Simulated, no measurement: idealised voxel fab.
Proc. module: voxel self aligned contacts
cross-section cut | 295 nm wide | cells 5 nm
Bands, listed from the top down, are how a cross-section gets written in this document; the cross-section itself is a grid of square cells, and a band is one or more rows of them.
For a band, the entry starts with two heights in nm, that of the top and then that of the bottom, and carries on with the band's materials in order from left to right, each alongside its width in nm; the word "full width" beside a single material means it fills the band edge to edge, and "air" means empty space.
For the purposes of this specification, 0 denotes the height below which the wafer in its as-received condition is composed wholly of one material, and the lowermost band, lacking a lower limit, extends downward without end, as expressed in "0 -> down".
The notation "30->40" denotes a width that varies across the rows of cells in the band, beginning at the first number in the top row, finishing at the second number in the bottom row, and changing by an identical amount from each row to the next.
Step marked "all unchanged"? Then no cell in the cross-section changed in it.
"Sealed voids" enumerates empty spaces isolated from the top, with no open way to it, that contain at least 8 cells, giving each as width x height at distance from the left edge, all three in nm.
Past the settings on a step's line: simulator remark, on that step.
overlay nm, on a step with a mask: how far to the right of its planned place the mask lay; to the left if negative
For the reader: what remains of this document is a series of pairs, each showing a cross-section before one process step and a cross-section after that step which reaches down only to the lowest band that changed, with the step between them and its settings set out under the pair. It should not be assumed that a pair continues from the pair above it; the pairs can come from different runs of this module on the same starting wafer, and such continuity exists only where the entry headed "Prior to step" says so.
Prior to step
    105 -> 75: resist 105 nm  air 35 nm  resist 15 nm  air 35 nm  resist 105 nm
    75 -> 60: aC full width
    60 -> 30: SiO2 80 nm  SiN 5 nm  polySi 25 nm  SiN 5 nm  SiO2 15 nm  SiN 5 nm  polySi 25 nm  SiN 5 nm  SiO2 15 nm  SiN 5 nm  polySi 25 nm  SiN 5 nm  SiO2 80 nm
    30 -> 0: polySi full width
    0 -> -5: SiO2 full width
    -5 -> down: Si full width
    Sealed voids: none
Post-Step Section View
    90 -> 75: resist 105 nm  air 35 nm  resist 15 nm  air 35 nm  resist 105 nm
    75 -> 60: aC 105 nm  air 35 nm  aC 15 nm  air 35 nm  aC 105 nm
    Beneath the level 60, the cross-section is identical to its previous state.
    Sealed voids: none
What step was run between the cross-section before it and the cross-section after it, both above? DIRECTIONAL_ETCH,etch materials aC,depth nm 15
Prior to step: per the after cross-section of the pair just above.
Post-Step Section View
    75 -> 60: aC 105 nm  air 35 nm  aC 15 nm  air 35 nm  aC 105 nm
    Beneath the level 60, the cross-section is identical to its previous state.
    Sealed voids: none
What step was run between the cross-section before it and the cross-section after it, both above? STRIP,etch materials resist
Prior to step: per the after cross-section of the pair just above.
Post-Step Section View
    75 -> 60: aC 105 nm  air 35 nm  aC 15 nm  air 35 nm  aC 105 nm
    60 -> 30: SiO2 80 nm  SiN 5 nm  polySi 25 nm  SiN 5 nm  air 15 nm  SiN 5 nm  polySi 25 nm  SiN 5 nm  air 15 nm  SiN 5 nm  polySi 25 nm  SiN 5 nm  SiO2 80 nm
    Beneath the level 30, the cross-section is identical to its previous state.
    Sealed voids: none
What step was run between the cross-section before it and the cross-section after it, both above? DIRECTIONAL_ETCH,etch materials SiO2,depth nm 65
Prior to step: per the after cross-section of the pair just above.
Post-Step Section View
    60 -> 30: SiO2 80 nm  SiN 5 nm  polySi 25 nm  SiN 5 nm  air 15 nm  SiN 5 nm  polySi 25 nm  SiN 5 nm  air 15 nm  SiN 5 nm  polySi 25 nm  SiN 5 nm  SiO2 80 nm
    Beneath the level 30, the cross-section is identical to its previous state.
    Sealed voids: none
What step was run between the cross-section before it and the cross-section after it, both above? STRIP,etch materials aC
Prior to step: per the after cross-section of the pair just above.
Post-Step Section View
    65 -> 60: TiN 120 nm  air 5 nm  TiN 45 nm  air 5 nm  TiN 120 nm
    60 -> 35: SiO2 80 nm  SiN 5 nm  polySi 25 nm  SiN 5 nm  TiN 5 nm  air 5 nm  TiN 5 nm  SiN 5 nm  polySi 25 nm  SiN 5 nm  TiN 5 nm  air 5 nm  TiN 5 nm  SiN 5 nm  polySi 25 nm  SiN 5 nm  SiO2 80 nm
    35 -> 30: SiO2 80 nm  SiN 5 nm  polySi 25 nm  SiN 5 nm  TiN 15 nm  SiN 5 nm  polySi 25 nm  SiN 5 nm  TiN 15 nm  SiN 5 nm  polySi 25 nm  SiN 5 nm  SiO2 80 nm
    Beneath the level 30, the cross-section is identical to its previous state.
    Sealed voids: none
What step was run between the cross-section before it and the cross-section after it, both above? CONFORMAL_DEP,material TiN,thk nm 5
Prior to step: per the after cross-section of the pair just above.
Post-Step Section View
    70 -> 65: Ru full width
    65 -> 60: TiN 120 nm  Ru 5 nm  TiN 45 nm  Ru 5 nm  TiN 120 nm
    60 -> 35: SiO2 80 nm  SiN 5 nm  polySi 25 nm  SiN 5 nm  TiN 5 nm  Ru 5 nm  TiN 5 nm  SiN 5 nm  polySi 25 nm  SiN 5 nm  TiN 5 nm  Ru 5 nm  TiN 5 nm  SiN 5 nm  polySi 25 nm  SiN 5 nm  SiO2 80 nm
    Beneath the level 35, the cross-section is identical to its previous state.
    Sealed voids: none
What step was run between the cross-section before it and the cross-section after it, both above? FILL_DEP,material Ru,thk nm 5
Prior to step: per the after cross-section of the pair just above.
Post-Step Section View
    60 -> 35: SiO2 80 nm  SiN 5 nm  polySi 25 nm  SiN 5 nm  TiN 5 nm  Ru 5 nm  TiN 5 nm  SiN 5 nm  polySi 25 nm  SiN 5 nm  TiN 5 nm  Ru 5 nm  TiN 5 nm  SiN 5 nm  polySi 25 nm  SiN 5 nm  SiO2 80 nm
    Beneath the level 35, the cross-section is identical to its previous state.
    Sealed voids: none
What step was run between the cross-section before it and the cross-section after it, both above? CMP,height nm 60
Prior to step: per the after cross-section of the pair just above.
Post-Step Section View
    65 -> 60: SiN full width
    Beneath the level 60, the cross-section is identical to its previous state.
    Sealed voids: none
What step was run between the cross-section before it and the cross-section after it, both above? CONFORMAL_DEP,material SiN,thk nm 5
Prior to step
    0 -> -5: SiO2 full width
    -5 -> down: Si full width
    Sealed voids: none
Post-Step Section View
    20 -> 0: SiN full width
    Beneath the level 0, the cross-section is identical to its previous state.
    Sealed voids: none
What step was run between the cross-section before it and the cross-section after it, both above? DIRECTIONAL_DEP,material SiN,thk nm 20
Prior to step: per the after cross-section of the pair just above.
Post-Step Section View
    50 -> 20: polySi full width
    Beneath the level 20, the cross-section is identical to its previous state.
    Sealed voids: none
What step was run between the cross-section before it and the cross-section after it, both above? DIRECTIONAL_DEP,material polySi,thk nm 30
Prior to step: per the after cross-section of the pair just above.
Post-Step Section View
    60 -> 50: aC full width
    Beneath the level 50, the cross-section is identical to its previous state.
    Sealed voids: none
What step was run between the cross-section before it and the cross-section after it, both above? DIRECTIONAL_DEP,material aC,thk nm 10
Prior to step: per the after cross-section of the pair just above.
Post-Step Section View
    85 -> 60: air 85 nm  resist 25 nm  air 25 nm  resist 25 nm  air 25 nm  resist 25 nm  air 85 nm
    Beneath the level 60, the cross-section is identical to its previous state.
    Sealed voids: none
What step was run between the cross-section before it and the cross-section after it, both above? PATTERN,tone cover,mask id GATE,material resist,width nm 25,pitch nm 50,thk nm 25,overlay nm 0
Prior to step: per the after cross-section of the pair just above.
Post-Step Section View
    75 -> 60: air 85 nm  resist 25 nm  air 25 nm  resist 25 nm  air 25 nm  resist 25 nm  air 85 nm
    60 -> 50: air 85 nm  aC 25 nm  air 25 nm  aC 25 nm  air 25 nm  aC 25 nm  air 85 nm
    Beneath the level 50, the cross-section is identical to its previous state.
    Sealed voids: none
What step was run between the cross-section before it and the cross-section after it, both above? DIRECTIONAL_ETCH,etch materials aC,depth nm 10
Prior to step: per the after cross-section of the pair just above.
Post-Step Section View
    60 -> 50: air 85 nm  aC 25 nm  air 25 nm  aC 25 nm  air 25 nm  aC 25 nm  air 85 nm
    Beneath the level 50, the cross-section is identical to its previous state.
    Sealed voids: none
What step was run between the cross-section before it and the cross-section after it, both above? STRIP,etch materials resist
Prior to step: per the after cross-section of the pair just above.
Post-Step Section View
    60 -> 50: air 85 nm  aC 25 nm  air 25 nm  aC 25 nm  air 25 nm  aC 25 nm  air 85 nm
    50 -> 20: air 85 nm  polySi 25 nm  air 25 nm  polySi 25 nm  air 25 nm  polySi 25 nm  air 85 nm
    Beneath the level 20, the cross-section is identical to its previous state.
    Sealed voids: none
What step was run between the cross-section before it and the cross-section after it, both above? DIRECTIONAL_ETCH,etch materials polySi,depth nm 30
Prior to step: per the after cross-section of the pair just above.
Post-Step Section View
    50 -> 20: air 85 nm  polySi 25 nm  air 25 nm  polySi 25 nm  air 25 nm  polySi 25 nm  air 85 nm
    Beneath the level 20, the cross-section is identical to its previous state.
    Sealed voids: none
What step was run between the cross-section before it and the cross-section after it, both above? STRIP,etch materials aC
Prior to step: per the after cross-section of the pair just above.
Post-Step Section View
    55 -> 50: air 80 nm  SiN 35 nm  air 15 nm  SiN 35 nm  air 15 nm  SiN 35 nm  air 80 nm
    50 -> 25: air 80 nm  SiN 5 nm  polySi 25 nm  SiN 5 nm  air 15 nm  SiN 5 nm  polySi 25 nm  SiN 5 nm  air 15 nm  SiN 5 nm  polySi 25 nm  SiN 5 nm  air 80 nm
    25 -> 20: SiN 85 nm  polySi 25 nm  SiN 25 nm  polySi 25 nm  SiN 25 nm  polySi 25 nm  SiN 85 nm
    Beneath the level 20, the cross-section is identical to its previous state.
    Sealed voids: none
What step was run between the cross-section before it and the cross-section after it, both above? CONFORMAL_DEP,material SiN,thk nm 5
Prior to step: per the after cross-section of the pair just above.
Post-Step Section View
    50 -> 20: air 80 nm  SiN 5 nm  polySi 25 nm  SiN 5 nm  air 15 nm  SiN 5 nm  polySi 25 nm  SiN 5 nm  air 15 nm  SiN 5 nm  polySi 25 nm  SiN 5 nm  air 80 nm
    Beneath the level 20, the cross-section is identical to its previous state.
    Sealed voids: none
What step was run between the cross-section before it and the cross-section after it, both above? DIRECTIONAL_ETCH,etch materials SiN,depth nm 5
Prior to step: per the after cross-section of the pair just above.
Post-Step Section View
    65 -> 50: SiO2 full width
    50 -> 20: SiO2 80 nm  SiN 5 nm  polySi 25 nm  SiN 5 nm  SiO2 15 nm  SiN 5 nm  polySi 25 nm  SiN 5 nm  SiO2 15 nm  SiN 5 nm  polySi 25 nm  SiN 5 nm  SiO2 80 nm
    Beneath the level 20, the cross-section is identical to its previous state.
    Sealed voids: none
What step was run between the cross-section before it and the cross-section after it, both above? FILL_DEP,material SiO2,thk nm 15
Prior to step: per the after cross-section of the pair just above.
Post-Step Section View
    60 -> 50: SiO2 full width
    Beneath the level 50, the cross-section is identical to its previous state.
    Sealed voids: none
What step was run between the cross-section before it and the cross-section after it, both above? CMP,height nm 60
Prior to step: per the after cross-section of the pair just above.
Post-Step Section View
    75 -> 60: aC full width
    Beneath the level 60, the cross-section is identical to its previous state.
    Sealed voids: none
What step was run between the cross-section before it and the cross-section after it, both above? DIRECTIONAL_DEP,material aC,thk nm 15
Prior to step: per the after cross-section of the pair just above.
Post-Step Section View
    105 -> 75: resist 105 nm  air 35 nm  resist 15 nm  air 35 nm  resist 105 nm
    Beneath the level 75, the cross-section is identical to its previous state.
    Sealed voids: none
What step was run between the cross-section before it and the cross-section after it, both above? PATTERN,tone open,mask id CONTACT,material resist,width nm 35,pitch nm 50,thk nm 30,overlay nm 0
Prior to step: per the after cross-section of the pair just above.
Post-Step Section View
    90 -> 75: resist 105 nm  air 35 nm  resist 15 nm  air 35 nm  resist 105 nm
    75 -> 60: aC 105 nm  air 35 nm  aC 15 nm  air 35 nm  aC 105 nm
    Beneath the level 60, the cross-section is identical to its previous state.
    Sealed voids: none
What step was run between the cross-section before it and the cross-section after it, both above? DIRECTIONAL_ETCH,etch materials aC,depth nm 15
Prior to step: per the after cross-section of the pair just above.
Post-Step Section View
    75 -> 60: aC 105 nm  air 35 nm  aC 15 nm  air 35 nm  aC 105 nm
    Beneath the level 60, the cross-section is identical to its previous state.
    Sealed voids: none
What step was run between the cross-section before it and the cross-section after it, both above? STRIP,etch materials resist
Prior to step: per the after cross-section of the pair just above.
Post-Step Section View
    75 -> 60: aC 105 nm  air 35 nm  aC 15 nm  air 35 nm  aC 105 nm
    60 -> 50: SiO2 105 nm  air 35 nm  SiO2 15 nm  air 35 nm  SiO2 105 nm
    50 -> 20: SiO2 80 nm  SiN 5 nm  polySi 25 nm  SiN 5 nm  air 15 nm  SiN 5 nm  polySi 25 nm  SiN 5 nm  air 15 nm  SiN 5 nm  polySi 25 nm  SiN 5 nm  SiO2 80 nm
    Beneath the level 20, the cross-section is identical to its previous state.
    Sealed voids: none
What step was run between the cross-section before it and the cross-section after it, both above? DIRECTIONAL_ETCH,etch materials SiO2,depth nm 65
Prior to step: per the after cross-section of the pair just above.
Post-Step Section View
    60 -> 50: SiO2 105 nm  air 35 nm  SiO2 15 nm  air 35 nm  SiO2 105 nm
    Beneath the level 50, the cross-section is identical to its previous state.
    Sealed voids: none
What step was run between the cross-section before it and the cross-section after it, both above? STRIP,etch materials aC
Prior to step: per the after cross-section of the pair just above.
Post-Step Section View
    65 -> 60: TiN 110 nm  air 25 nm  TiN 25 nm  air 25 nm  TiN 110 nm
    60 -> 50: SiO2 105 nm  TiN 5->15 nm  air 25->5 nm  TiN 5->15 nm  SiO2 15 nm  TiN 5->15 nm  air 25->5 nm  TiN 5->15 nm  SiO2 105 nm
    50 -> 25: SiO2 80 nm  SiN 5 nm  polySi 25 nm  SiN 5 nm  TiN 5 nm  air 5 nm  TiN 5 nm  SiN 5 nm  polySi 25 nm  SiN 5 nm  TiN 5 nm  air 5 nm  TiN 5 nm  SiN 5 nm  polySi 25 nm  SiN 5 nm  SiO2 80 nm
    25 -> 20: SiO2 80 nm  SiN 5 nm  polySi 25 nm  SiN 5 nm  TiN 15 nm  SiN 5 nm  polySi 25 nm  SiN 5 nm  TiN 15 nm  SiN 5 nm  polySi 25 nm  SiN 5 nm  SiO2 80 nm
    Beneath the level 20, the cross-section is identical to its previous state.
    Sealed voids: none
What step was run between the cross-section before it and the cross-section after it, both above? CONFORMAL_DEP,material TiN,thk nm 5
Prior to step: per the after cross-section of the pair just above.
Post-Step Section View
    70 -> 65: Ru full width
    65 -> 60: TiN 110 nm  Ru 25 nm  TiN 25 nm  Ru 25 nm  TiN 110 nm
    60 -> 50: SiO2 105 nm  TiN 5->15 nm  Ru 25->5 nm  TiN 5->15 nm  SiO2 15 nm  TiN 5->15 nm  Ru 25->5 nm  TiN 5->15 nm  SiO2 105 nm
    50 -> 25: SiO2 80 nm  SiN 5 nm  polySi 25 nm  SiN 5 nm  TiN 5 nm  Ru 5 nm  TiN 5 nm  SiN 5 nm  polySi 25 nm  SiN 5 nm  TiN 5 nm  Ru 5 nm  TiN 5 nm  SiN 5 nm  polySi 25 nm  SiN 5 nm  SiO2 80 nm
    Beneath the level 25, the cross-section is identical to its previous state.
    Sealed voids: none
What step was run between the cross-section before it and the cross-section after it, both above? FILL_DEP,material Ru,thk nm 5
Prior to step: per the after cross-section of the pair just above.
Post-Step Section View
    60 -> 50: SiO2 105 nm  TiN 5->15 nm  Ru 25->5 nm  TiN 5->15 nm  SiO2 15 nm  TiN 5->15 nm  Ru 25->5 nm  TiN 5->15 nm  SiO2 105 nm
    Beneath the level 50, the cross-section is identical to its previous state.
    Sealed voids: none
What step was run between the cross-section before it and the cross-section after it, both above? CMP,height nm 60
Prior to step: per the after cross-section of the pair just above.
Post-Step Section View
    65 -> 60: SiN full width
    Beneath the level 60, the cross-section is identical to its previous state.
    Sealed voids: none
What step was run between the cross-section before it and the cross-section after it, both above? CONFORMAL_DEP,material SiN,thk nm 5
Prior to step
    75 -> 60: aC 105 nm  air 35 nm  aC 15 nm  air 35 nm  aC 105 nm
    60 -> 50: SiO2 full width
    50 -> 30: SiO2 80 nm  SiN 35 nm  SiO2 15 nm  SiN 35 nm  SiO2 15 nm  SiN 35 nm  SiO2 80 nm
    30 -> 0: SiO2 80 nm  SiN 5 nm  polySi 25 nm  SiN 5 nm  SiO2 15 nm  SiN 5 nm  polySi 25 nm  SiN 5 nm  SiO2 15 nm  SiN 5 nm  polySi 25 nm  SiN 5 nm  SiO2 80 nm
    0 -> -5: SiO2 full width
    -5 -> down: Si full width
    Sealed voids: none
Post-Step Section View
    75 -> 60: aC 105 nm  air 35 nm  aC 15 nm  air 35 nm  aC 105 nm
    60 -> 50: SiO2 105 nm  air 35 nm  SiO2 15 nm  air 35 nm  SiO2 105 nm
    50 -> 30: SiO2 80 nm  SiN 35 nm  air 15 nm  SiN 35 nm  air 15 nm  SiN 35 nm  SiO2 80 nm
    30 -> 5: SiO2 80 nm  SiN 5 nm  polySi 25 nm  SiN 5 nm  air 15 nm  SiN 5 nm  polySi 25 nm  SiN 5 nm  air 15 nm  SiN 5 nm  polySi 25 nm  SiN 5 nm  SiO2 80 nm
    Beneath the level 5, the cross-section is identical to its previous state.
    Sealed voids: none
What step was run between the cross-section before it and the cross-section after it, both above? DIRECTIONAL_ETCH,etch materials SiO2,depth nm 55
Prior to step: per the after cross-section of the pair just above.
Post-Step Section View
    60 -> 50: SiO2 105 nm  air 35 nm  SiO2 15 nm  air 35 nm  SiO2 105 nm
    Beneath the level 50, the cross-section is identical to its previous state.
    Sealed voids: none
What step was run between the cross-section before it and the cross-section after it, both above? STRIP,etch materials aC
Prior to step: per the after cross-section of the pair just above.
Post-Step Section View
    65 -> 60: TiN 110 nm  air 25 nm  TiN 25 nm  air 25 nm  TiN 110 nm
    60 -> 50: SiO2 105 nm  TiN 5->15 nm  air 25->5 nm  TiN 5->15 nm  SiO2 15 nm  TiN 5->15 nm  air 25->5 nm  TiN 5->15 nm  SiO2 105 nm
    50 -> 30: SiO2 80 nm  SiN 35 nm  TiN 5 nm  air 5 nm  TiN 5 nm  SiN 35 nm  TiN 5 nm  air 5 nm  TiN 5 nm  SiN 35 nm  SiO2 80 nm
    30 -> 10: SiO2 80 nm  SiN 5 nm  polySi 25 nm  SiN 5 nm  TiN 5 nm  air 5 nm  TiN 5 nm  SiN 5 nm  polySi 25 nm  SiN 5 nm  TiN 5 nm  air 5 nm  TiN 5 nm  SiN 5 nm  polySi 25 nm  SiN 5 nm  SiO2 80 nm
    10 -> 5: SiO2 80 nm  SiN 5 nm  polySi 25 nm  SiN 5 nm  TiN 15 nm  SiN 5 nm  polySi 25 nm  SiN 5 nm  TiN 15 nm  SiN 5 nm  polySi 25 nm  SiN 5 nm  SiO2 80 nm
    Beneath the level 5, the cross-section is identical to its previous state.
    Sealed voids: none
What step was run between the cross-section before it and the cross-section after it, both above? CONFORMAL_DEP,material TiN,thk nm 5
Prior to step: per the after cross-section of the pair just above.
Post-Step Section View
    70 -> 65: Ru full width
    65 -> 60: TiN 110 nm  Ru 25 nm  TiN 25 nm  Ru 25 nm  TiN 110 nm
    60 -> 50: SiO2 105 nm  TiN 5->15 nm  Ru 25->5 nm  TiN 5->15 nm  SiO2 15 nm  TiN 5->15 nm  Ru 25->5 nm  TiN 5->15 nm  SiO2 105 nm
    50 -> 30: SiO2 80 nm  SiN 35 nm  TiN 5 nm  Ru 5 nm  TiN 5 nm  SiN 35 nm  TiN 5 nm  Ru 5 nm  TiN 5 nm  SiN 35 nm  SiO2 80 nm
    30 -> 10: SiO2 80 nm  SiN 5 nm  polySi 25 nm  SiN 5 nm  TiN 5 nm  Ru 5 nm  TiN 5 nm  SiN 5 nm  polySi 25 nm  SiN 5 nm  TiN 5 nm  Ru 5 nm  TiN 5 nm  SiN 5 nm  polySi 25 nm  SiN 5 nm  SiO2 80 nm
    Beneath the level 10, the cross-section is identical to its previous state.
    Sealed voids: none
What step was run between the cross-section before it and the cross-section after it, both above? FILL_DEP,material Ru,thk nm 5
Prior to step: per the after cross-section of the pair just above.
Post-Step Section View
    60 -> 50: SiO2 105 nm  TiN 5->15 nm  Ru 25->5 nm  TiN 5->15 nm  SiO2 15 nm  TiN 5->15 nm  Ru 25->5 nm  TiN 5->15 nm  SiO2 105 nm
    Beneath the level 50, the cross-section is identical to its previous state.
    Sealed voids: none
What step was run between the cross-section before it and the cross-section after it, both above? CMP,height nm 60
Prior to step: per the after cross-section of the pair just above.
Post-Step Section View
    65 -> 60: SiN full width
    Beneath the level 60, the cross-section is identical to its previous state.
    Sealed voids: none
What step was run between the cross-section before it and the cross-section after it, both above? CONFORMAL_DEP,material SiN,thk nm 5
Prior to step
    60 -> 50: aC full width
    50 -> 30: SiN full width
    30 -> 0: polySi full width
    0 -> -5: SiO2 full width
    -5 -> down: Si full width
    Sealed voids: none
Post-Step Section View
    85 -> 60: air 80 nm  resist 35 nm  air 15 nm  resist 35 nm  air 15 nm  resist 35 nm  air 80 nm
    Beneath the level 60, the cross-section is identical to its previous state.
    Sealed voids: none
What step was run between the cross-section before it and the cross-section after it, both above? PATTERN,tone cover,mask id GATE,material resist,width nm 35,pitch nm 50,thk nm 25,overlay nm 0
Prior to step: per the after cross-section of the pair just above.
Post-Step Section View
    75 -> 60: air 80 nm  resist 35 nm  air 15 nm  resist 35 nm  air 15 nm  resist 35 nm  air 80 nm
    60 -> 50: air 80 nm  aC 35 nm  air 15 nm  aC 35 nm  air 15 nm  aC 35 nm  air 80 nm
    Beneath the level 50, the cross-section is identical to its previous state.
    Sealed voids: none
What step was run between the cross-section before it and the cross-section after it, both above? DIRECTIONAL_ETCH,etch materials aC,depth nm 10
Prior to step: per the after cross-section of the pair just above.
Post-Step Section View
    60 -> 50: air 80 nm  aC 35 nm  air 15 nm  aC 35 nm  air 15 nm  aC 35 nm  air 80 nm
    Beneath the level 50, the cross-section is identical to its previous state.
    Sealed voids: none
What step was run between the cross-section before it and the cross-section after it, both above? STRIP,etch materials resist
Prior to step: per the after cross-section of the pair just above.
Post-Step Section View
    60 -> 50: air 80 nm  aC 35 nm  air 15 nm  aC 35 nm  air 15 nm  aC 35 nm  air 80 nm
    50 -> 30: air 80 nm  SiN 35 nm  air 15 nm  SiN 35 nm  air 15 nm  SiN 35 nm  air 80 nm
    Beneath the level 30, the cross-section is identical to its previous state.
    Sealed voids: none
What step was run between the cross-section before it and the cross-section after it, both above? DIRECTIONAL_ETCH,etch materials SiN,depth nm 20
Prior to step: per the after cross-section of the pair just above.
Post-Step Section View
    60 -> 50: air 80 nm  aC 35 nm  air 15 nm  aC 35 nm  air 15 nm  aC 35 nm  air 80 nm
    50 -> 30: air 80 nm  SiN 35 nm  air 15 nm  SiN 35 nm  air 15 nm  SiN 35 nm  air 80 nm
    30 -> 0: air 80 nm  polySi 35 nm  air 15 nm  polySi 35 nm  air 15 nm  polySi 35 nm  air 80 nm
    Beneath the level 0, the cross-section is identical to its previous state.
    Sealed voids: none
What step was run between the cross-section before it and the cross-section after it, both above? DIRECTIONAL_ETCH,etch materials polySi,depth nm 30
Prior to step: per the after cross-section of the pair just above.
Post-Step Section View
    50 -> 30: air 80 nm  SiN 35 nm  air 15 nm  SiN 35 nm  air 15 nm  SiN 35 nm  air 80 nm
    Beneath the level 30, the cross-section is identical to its previous state.
    Sealed voids: none
What step was run between the cross-section before it and the cross-section after it, both above? STRIP,etch materials aC
Prior to step: per the after cross-section of the pair just above.
Post-Step Section View
    55 -> 30: air 75 nm  SiN 45 nm  air 5 nm  SiN 45 nm  air 5 nm  SiN 45 nm  air 75 nm
    30 -> 5: air 75 nm  SiN 5 nm  polySi 35 nm  SiN 5 nm  air 5 nm  SiN 5 nm  polySi 35 nm  SiN 5 nm  air 5 nm  SiN 5 nm  polySi 35 nm  SiN 5 nm  air 75 nm
    5 -> 0: SiN 80 nm  polySi 35 nm  SiN 15 nm  polySi 35 nm  SiN 15 nm  polySi 35 nm  SiN 80 nm
    Beneath the level 0, the cross-section is identical to its previous state.
    Sealed voids: none
What step was run between the cross-section before it and the cross-section after it, both above? CONFORMAL_DEP,material SiN,thk nm 5
Prior to step: per the after cross-section of the pair just above.
Post-Step Section View
    50 -> 30: air 75 nm  SiN 45 nm  air 5 nm  SiN 45 nm  air 5 nm  SiN 45 nm  air 75 nm
    30 -> 0: air 75 nm  SiN 5 nm  polySi 35 nm  SiN 5 nm  air 5 nm  SiN 5 nm  polySi 35 nm  SiN 5 nm  air 5 nm  SiN 5 nm  polySi 35 nm  SiN 5 nm  air 75 nm
    Beneath the level 0, the cross-section is identical to its previous state.
    Sealed voids: none
What step was run between the cross-section before it and the cross-section after it, both above? DIRECTIONAL_ETCH,etch materials SiN,depth nm 5
Prior to step: per the after cross-section of the pair just above.
Post-Step Section View
    65 -> 50: SiO2 full width
    50 -> 30: SiO2 75 nm  SiN 45 nm  SiO2 5 nm  SiN 45 nm  SiO2 5 nm  SiN 45 nm  SiO2 75 nm
    30 -> 0: SiO2 75 nm  SiN 5 nm  polySi 35 nm  SiN 5 nm  SiO2 5 nm  SiN 5 nm  polySi 35 nm  SiN 5 nm  SiO2 5 nm  SiN 5 nm  polySi 35 nm  SiN 5 nm  SiO2 75 nm
    Beneath the level 0, the cross-section is identical to its previous state.
    Sealed voids: none
What step was run between the cross-section before it and the cross-section after it, both above? FILL_DEP,material SiO2,thk nm 15
Prior to step: per the after cross-section of the pair just above.
Post-Step Section View
    60 -> 50: SiO2 full width
    Beneath the level 50, the cross-section is identical to its previous state.
    Sealed voids: none
What step was run between the cross-section before it and the cross-section after it, both above? CMP,height nm 60
Prior to step: per the after cross-section of the pair just above.
Post-Step Section View
    75 -> 60: aC full width
    Beneath the level 60, the cross-section is identical to its previous state.
    Sealed voids: none
What step was run between the cross-section before it and the cross-section after it, both above? DIRECTIONAL_DEP,material aC,thk nm 15
Prior to step: per the after cross-section of the pair just above.
Post-Step Section View
    105 -> 75: resist 105 nm  air 35 nm  resist 15 nm  air 35 nm  resist 105 nm
    Beneath the level 75, the cross-section is identical to its previous state.
    Sealed voids: none
What step was run between the cross-section before it and the cross-section after it, both above? PATTERN,tone open,mask id CONTACT,material resist,width nm 35,pitch nm 50,thk nm 30,overlay nm 0
Prior to step: per the after cross-section of the pair just above.
Post-Step Section View
    90 -> 75: resist 105 nm  air 35 nm  resist 15 nm  air 35 nm  resist 105 nm
    75 -> 60: aC 105 nm  air 35 nm  aC 15 nm  air 35 nm  aC 105 nm
    Beneath the level 60, the cross-section is identical to its previous state.
    Sealed voids: none
What step was run between the cross-section before it and the cross-section after it, both above? DIRECTIONAL_ETCH,etch materials aC,depth nm 15
Prior to step: per the after cross-section of the pair just above.
Post-Step Section View
    75 -> 60: aC 105 nm  air 35 nm  aC 15 nm  air 35 nm  aC 105 nm
    Beneath the level 60, the cross-section is identical to its previous state.
    Sealed voids: none
What step was run between the cross-section before it and the cross-section after it, both above? STRIP,etch materials resist
Prior to step: per the after cross-section of the pair just above.
Post-Step Section View
    75 -> 60: aC 105 nm  air 35 nm  aC 15 nm  air 35 nm  aC 105 nm
    60 -> 50: SiO2 105 nm  air 35 nm  SiO2 15 nm  air 35 nm  SiO2 105 nm
    50 -> 30: SiO2 75 nm  SiN 45 nm  air 5 nm  SiN 45 nm  air 5 nm  SiN 45 nm  SiO2 75 nm
    30 -> 0: SiO2 75 nm  SiN 5 nm  polySi 35 nm  SiN 5 nm  air 5 nm  SiN 5 nm  polySi 35 nm  SiN 5 nm  air 5 nm  SiN 5 nm  polySi 35 nm  SiN 5 nm  SiO2 75 nm
    0 -> -5: SiO2 120 nm  air 5 nm  SiO2 45 nm  air 5 nm  SiO2 120 nm
    Beneath the level -5, the cross-section is identical to its previous state.
    Sealed voids: none
What step was run between the cross-section before it and the cross-section after it, both above? DIRECTIONAL_ETCH,etch materials SiO2,depth nm 65
Prior to step: per the after cross-section of the pair just above.
Post-Step Section View
    60 -> 50: SiO2 105 nm  air 35 nm  SiO2 15 nm  air 35 nm  SiO2 105 nm
    Beneath the level 50, the cross-section is identical to its previous state.
    Sealed voids: none
What step was run between the cross-section before it and the cross-section after it, both above? STRIP,etch materials aC
Prior to step: per the after cross-section of the pair just above.
Post-Step Section View
    65 -> 60: TiN 110 nm  air 25 nm  TiN 25 nm  air 25 nm  TiN 110 nm
    60 -> 55: SiO2 105 nm  TiN 5 nm  air 25 nm  TiN 5 nm  SiO2 15 nm  TiN 5 nm  air 25 nm  TiN 5 nm  SiO2 105 nm
    55 -> 50: SiO2 105 nm  TiN 35 nm  SiO2 15 nm  TiN 35 nm  SiO2 105 nm
    50 -> 30: SiO2 75 nm  SiN 45 nm  TiN 5 nm  SiN 45 nm  TiN 5 nm  SiN 45 nm  SiO2 75 nm
    30 -> 0: SiO2 75 nm  SiN 5 nm  polySi 35 nm  SiN 5 nm  TiN 5 nm  SiN 5 nm  polySi 35 nm  SiN 5 nm  TiN 5 nm  SiN 5 nm  polySi 35 nm  SiN 5 nm  SiO2 75 nm
    0 -> -5: SiO2 120 nm  TiN 5 nm  SiO2 45 nm  TiN 5 nm  SiO2 120 nm
    Beneath the level -5, the cross-section is identical to its previous state.
    Sealed voids: none
What step was run between the cross-section before it and the cross-section after it, both above? CONFORMAL_DEP,material TiN,thk nm 5
Prior to step: per the after cross-section of the pair just above.
Post-Step Section View
    70 -> 65: Ru full width
    65 -> 60: TiN 110 nm  Ru 25 nm  TiN 25 nm  Ru 25 nm  TiN 110 nm
    60 -> 55: SiO2 105 nm  TiN 5 nm  Ru 25 nm  TiN 5 nm  SiO2 15 nm  TiN 5 nm  Ru 25 nm  TiN 5 nm  SiO2 105 nm
    Beneath the level 55, the cross-section is identical to its previous state.
    Sealed voids: none
What step was run between the cross-section before it and the cross-section after it, both above? FILL_DEP,material Ru,thk nm 5
Prior to step: per the after cross-section of the pair just above.
Post-Step Section View
    60 -> 55: SiO2 105 nm  TiN 5 nm  Ru 25 nm  TiN 5 nm  SiO2 15 nm  TiN 5 nm  Ru 25 nm  TiN 5 nm  SiO2 105 nm
    Beneath the level 55, the cross-section is identical to its previous state.
    Sealed voids: none
What step was run between the cross-section before it and the cross-section after it, both above? CMP,height nm 60
Prior to step: per the after cross-section of the pair just above.
Post-Step Section View
    65 -> 60: SiN full width
    Beneath the level 60, the cross-section is identical to its previous state.
    Sealed voids: none
What step was run between the cross-section before it and the cross-section after it, both above? CONFORMAL_DEP,material SiN,thk nm 5
